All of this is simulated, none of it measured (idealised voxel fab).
You're looking at the process module voxel tone inversion.
This is section cut - it's 165 nm across, gridded in 5 nm square cells.
We lay out every cross-section as a grid of square cells and spell it out in bands from the top down, where one band means one or more rows of cells.
Top, bottom (nm), then materials left to right with widths (nm); lone material tagged "everywhere" fills the whole band edge to edge; "blank" = empty space.
We count height from 0. Below that, the starting wafer is all one material. The lowest band never ends at the bottom but goes on down; see "0 -> down" for how that is written.
When a width is written as two numbers, as in "30..40", the first number is the width in the top row of cells of the band and the second is the width in its bottom row, and the width changes by the same amount from each row to the next.
You'll sometimes find "identical to before" written for a step, and that's the way of saying that nowhere in the cross-section did a cell change during that step.
"Tabulated closed voids" contains a list of empty spaces, each no smaller than 8 cells and without an open way to the top, written in the form width x height at distance with the distance from the left edge and all three in nm.
Heads up: the bit after the settings on a step's line is the simulator's remark on that step.
Each step line may optionally specify "overlay nm", which for a step with a mask gives the rightward distance between the mask's planned place and where it lay, a negative value indicating the leftward direction.
The steps planned for the process are as follows
step 1: RECEIVE,material Si
step 2: CONFORMAL_DEP,material SiN,thk nm 5
step 3: DIRECTIONAL_DEP,material polySi,thk nm 20
step 4: PATTERN,tone cover,mask id POSTS,material resist,width nm 20,pitch nm 35,thk nm 25,overlay nm 0
step 5: DIRECTIONAL_ETCH,etch materials polySi,depth nm 20
step 6: STRIP,etch materials resist
step 7: FILL_DEP,material lowk,thk nm 10
step 8: CMP,height nm 25
step 9: STRIP,etch materials polySi
The first of a set of two wafers, run to plan
As-received wafer cross-section (after step 1)
    0 -> down | Si everywhere
    Tabulated closed voids: none
Cross-section of the wafer subsequent to step 2
    5 -> 0 | SiN everywhere
    For the remainder of the cross-section, below 0, there is no change.
Cross-section of the wafer subsequent to step 3
    25 -> 5 | polySi everywhere
    For the remainder of the cross-section, below 5, there is no change.
Cross-section of the wafer subsequent to step 4
    50 -> 25 | blank 20; resist 20; blank 15; resist 20; blank 15; resist 20; blank 15; resist 20; blank 20
    For the remainder of the cross-section, below 25, there is no change.
Cross-section of the wafer subsequent to step 5
    50 -> 25 | blank 20; resist 20; blank 15; resist 20; blank 15; resist 20; blank 15; resist 20; blank 20
    25 -> 5 | blank 20; polySi 20; blank 15; polySi 20; blank 15; polySi 20; blank 15; polySi 20; blank 20
    For the remainder of the cross-section, below 5, there is no change.
Cross-section of the wafer subsequent to step 6
    25 -> 5 | blank 20; polySi 20; blank 15; polySi 20; blank 15; polySi 20; blank 15; polySi 20; blank 20
    For the remainder of the cross-section, below 5, there is no change.
Cross-section of the wafer subsequent to step 7
    35 -> 25 | lowk everywhere
    25 -> 5 | lowk 20; polySi 20; lowk 15; polySi 20; lowk 15; polySi 20; lowk 15; polySi 20; lowk 20
    For the remainder of the cross-section, below 5, there is no change.
Cross-section of the wafer subsequent to step 8
    25 -> 5 | lowk 20; polySi 20; lowk 15; polySi 20; lowk 15; polySi 20; lowk 15; polySi 20; lowk 20
    For the remainder of the cross-section, below 5, there is no change.
Cross-section of the wafer subsequent to step 9
    25 -> 5 | lowk 20; blank 20; lowk 15; blank 20; lowk 15; blank 20; lowk 15; blank 20; lowk 20
    For the remainder of the cross-section, below 5, there is no change.
Second wafer. Start and plan as for the first. One mistake made in running. Agrees with the first up to and including step 8
Second wafer shown in cross-section at the time step 9 was slated to end
    25 -> 5 | blank 20; polySi 20; blank 15; polySi 20; blank 15; polySi 20; blank 15; polySi 20; blank 20
    For the remainder of the cross-section, below 5, there is no change.
The mistake made against the process plan was this: for step 9, the planned setting was not used; the step was instead run as STRIP,etch materials lowk
Counted in cells at the end, the second wafer holds more or fewer of these materials than the first: lowk -68, polySi +64
